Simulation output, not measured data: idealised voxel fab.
A process module follows: voxel local oxidation.
165 nm wide, 5 nm square cells: that's cross-section cut.
Think of the cross-section as a grid of square cells. We describe it in bands, top to bottom, and each band covers one or more rows of those cells.
Heights first: top, then bottom, in nm. Then materials, left to right, each with a width in nm. "full width" on a single material: fills the band edge to edge. "blank": empty space.
Heights are reckoned from 0. Under this level, the received wafer is all of one material. The bottommost band is open-ended downward, for example "0..down".
The notation "30..40" denotes a width that varies across the rows of cells in the band, beginning at the first number in the top row, finishing at the second number in the bottom row, and changing by an identical amount from each row to the next.
"left unchanged" -> step changed no cross-section cell.
Any empty space of 8 cells or more lacking an open way to the top shows up in "Closed void listing" as width x height at distance, distance from the left edge, in nm.
That trailing text on a step's line, after the settings, is the simulator's own remark on the step.
overlay nm: how far to the right of its planned place the mask lay on this masked step (negative: to the left).
Process steps (planned)
1. RECEIVE with material Si
2. OXIDIZE with depth nm 5
3. CONFORMAL_DEP with material SiN, thk nm 10
4. PATTERN with tone cover, mask id ACTIVE, material resist, width nm 105, thk nm 15, overlay nm 0
5. DIRECTIONAL_ETCH with etch materials SiN, depth nm 10
6. STRIP with etch materials resist
7. SELECTIVE_ETCH with etch materials SiO2, depth nm 5
8. OXIDIZE with depth nm 15
9. STRIP with etch materials SiN
First wafer, as planned
As received, after step 1
0..down: Si full width
Closed void listing: none
State of the wafer after step 2, shown in cross-section
0..-5: SiO2 full width
Nothing below the height -5 has changed.
State of the wafer after step 3, shown in cross-section
10..0: SiN full width
Nothing below the height 0 has changed.
State of the wafer after step 4, shown in cross-section
25..10: blank=30; resist=105; blank=30
Nothing below the height 10 has changed.
State of the wafer after step 5, shown in cross-section
25..10: blank=30; resist=105; blank=30
10..0: blank=30; SiN=105; blank=30
Nothing below the height 0 has changed.
State of the wafer after step 6, shown in cross-section
10..0: blank=30; SiN=105; blank=30
Nothing below the height 0 has changed.
State of the wafer after step 7, shown in cross-section
10..0: blank=30; SiN=105; blank=30
0..-5: blank=35; SiO2=95; blank=35
Nothing below the height -5 has changed.
State of the wafer after step 8, shown in cross-section
10..0: blank=30; SiN=105; blank=30
0..-5: blank=35; SiO2=95; blank=35
-5..-20: SiO2=50; Si=65; SiO2=50
Nothing below the height -20 has changed.
State of the wafer after step 9, shown in cross-section
0..-5: blank=35; SiO2=95; blank=35
Nothing below the height -5 has changed.
For the second wafer, take the first wafer's start and plan, then add one mistake made in running it; everything through step 3, that step included, is shared with the first
Look at the second wafer in cross-section at the time step 4 ought to have finished
25..10: blank=35; resist=105; blank=25
Nothing below the height 10 has changed.
Look at the second wafer in cross-section at the time step 5 ought to have finished
25..10: blank=35; resist=105; blank=25
10..0: blank=35; SiN=105; blank=25
Nothing below the height 0 has changed.
Look at the second wafer in cross-section at the time step 6 ought to have finished
10..0: blank=35; SiN=105; blank=25
Nothing below the height 0 has changed.
Look at the second wafer in cross-section at the time step 7 ought to have finished
10..0: blank=35; SiN=105; blank=25
0..-5: blank=40; SiO2=95; blank=30
Nothing below the height -5 has changed.
Look at the second wafer in cross-section at the time step 8 ought to have finished
10..0: blank=35; SiN=105; blank=25
0..-5: blank=40; SiO2=95; blank=30
-5..-20: SiO2=55; Si=65; SiO2=45
Nothing below the height -20 has changed.
Look at the second wafer in cross-section at the time step 9 ought to have finished
0..-5: blank=40; SiO2=95; blank=30
Nothing below the height -5 has changed.
Where did the run depart from the plan? step 4 deviated from plan and actually ran as PATTERN with tone cover, mask id ACTIVE, material resist, width nm 105, thk nm 15, overlay nm 5
Same inventory, different map: at the end, the second wafer holds as many cells of each material as the first, placed elsewhere.
